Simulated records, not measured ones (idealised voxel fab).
Name of the process module below: voxel ribs on slabs
Square cell edge 5 nm, section width 265 nm, ID cut.
Cross-section spec: square-cell grid; bands listed top down; each band is one or more rows.
Band entry format. Leading values: height of top, height of bottom, nm. Remainder: materials in left-to-right order, each with its width in nm. Special words: "everywhere" on a single material, which then fills the band edge to edge; "air", empty space.
Note: height 0 marks the level under which the wafer is uniformly one material as received. Lowest band unbounded below, written "z 0 and below".
It should be noted that a width expressed as "30..40" varies in equal increments from row to row of cells within the band, taking the value of the first number at the top row and that of the second number at the bottom row.
No cell of the cross-section changed in a step that is given as "nothing altered".
"Enclosed cavities": empty spaces of 8 cells or more with no open way to the top, each given as width x height at distance, distance from the left edge, all in nm.
Read whatever lies past the settings on a step's line as the simulator's own remark about the step.
"overlay nm" answers the question of how far to the right of plan the mask lay on a step that has a mask, and when it is negative the answer is to the left.
-- Steps planned for the process
| 1 | RECEIVE (material Si) |
| 2 | DIRECTIONAL_DEP (material SiO2; thk nm 30) |
| 3 | DIRECTIONAL_DEP (material polySi; thk nm 20) |
| 4 | DIRECTIONAL_DEP (material aC; thk nm 15) |
| 5 | PATTERN (tone cover; mask id RIB; material resist; width nm 30; thk nm 35; overlay nm 0) |
| 6 | DIRECTIONAL_ETCH (etch materials aC; depth nm 15) |
| 7 | STRIP (etch materials resist) |
| 8 | DIRECTIONAL_ETCH (etch materials polySi; depth nm 10) |
| 9 | STRIP (etch materials aC) |
| 10 | DIRECTIONAL_DEP (material aC; thk nm 10) |
| 11 | PATTERN (tone cover; mask id SLAB; material resist; width nm 80; thk nm 25; overlay nm 0) |
| 12 | DIRECTIONAL_ETCH (etch materials aC; depth nm 10) |
| 13 | STRIP (etch materials resist) |
| 14 | DIRECTIONAL_ETCH (etch materials polySi; depth nm 5) |
| 15 | STRIP (etch materials aC) |
| 16 | FILL_DEP (material SiO2; thk nm 25) |
| 17 | CMP (height nm 70) |
| 18 | DIRECTIONAL_DEP (material W; thk nm 10) |
| 19 | MASKED_ETCH (tone cover; mask id HEATER; width nm 40; etch materials W; depth nm 10; overlay nm 0) |
| 20 | CONFORMAL_DEP (material SiO2; thk nm 10) |
All wafers enter the flow in the same state. The depth nm at step 14 differs from wafer to wafer, and the plan gives the value for the first wafer.
-- First of several wafers (as received, post step 1), cross-sectional view
	z 0 and below: Si everywhere
	Enclosed cavities: none
-- First of several wafers, sectioned at end of module (last step: step 20)
	z 90 to 80: air=100 | SiO2=60 | air=105
	z 80 to 70: SiO2=110 | W=40 | SiO2=115
	z 70 to 50: SiO2 everywhere
	z 50 to 40: SiO2=115 | polySi=30 | SiO2=120
	z 40 to 35: SiO2=90 | polySi=80 | SiO2=95
	z 35 to 30: polySi everywhere
	z 30 to 0: SiO2 everywhere
	z 0 and below: Si everywhere
	Enclosed cavities: none
-- Cross-sectional depiction of the last of several wafers upon completion of the module
	z 90 to 80: air=100 | SiO2=60 | air=105
	z 80 to 70: SiO2=110 | W=40 | SiO2=115
	z 70 to 50: SiO2 everywhere
	z 50 to 40: SiO2=115 | polySi=30 | SiO2=120
	z 40 to 30: SiO2=90 | polySi=80 | SiO2=95
	z 30 to 0: SiO2 everywhere
	z 0 and below: Si everywhere
	Enclosed cavities: none
-- Note: the following table is arranged by wafer, a row apiece. Each row reports the end-of-module state: per material, cells gained (+) or cells lost (-) compared with the wafer as received; closed voids follow
depth nm 5 | +775 SiO2 | +16 W | +81 polySi | Enclosed cavities: none
depth nm 10 | +812 SiO2 | +16 W | +44 polySi | Enclosed cavities: none
depth nm 15 | +812 SiO2 | +16 W | +44 polySi | Enclosed cavities: none
depth nm 20 | +812 SiO2 | +16 W | +44 polySi | Enclosed cavities: none
depth nm 25 | +812 SiO2 | +16 W | +44 polySi | Enclosed cavities: none
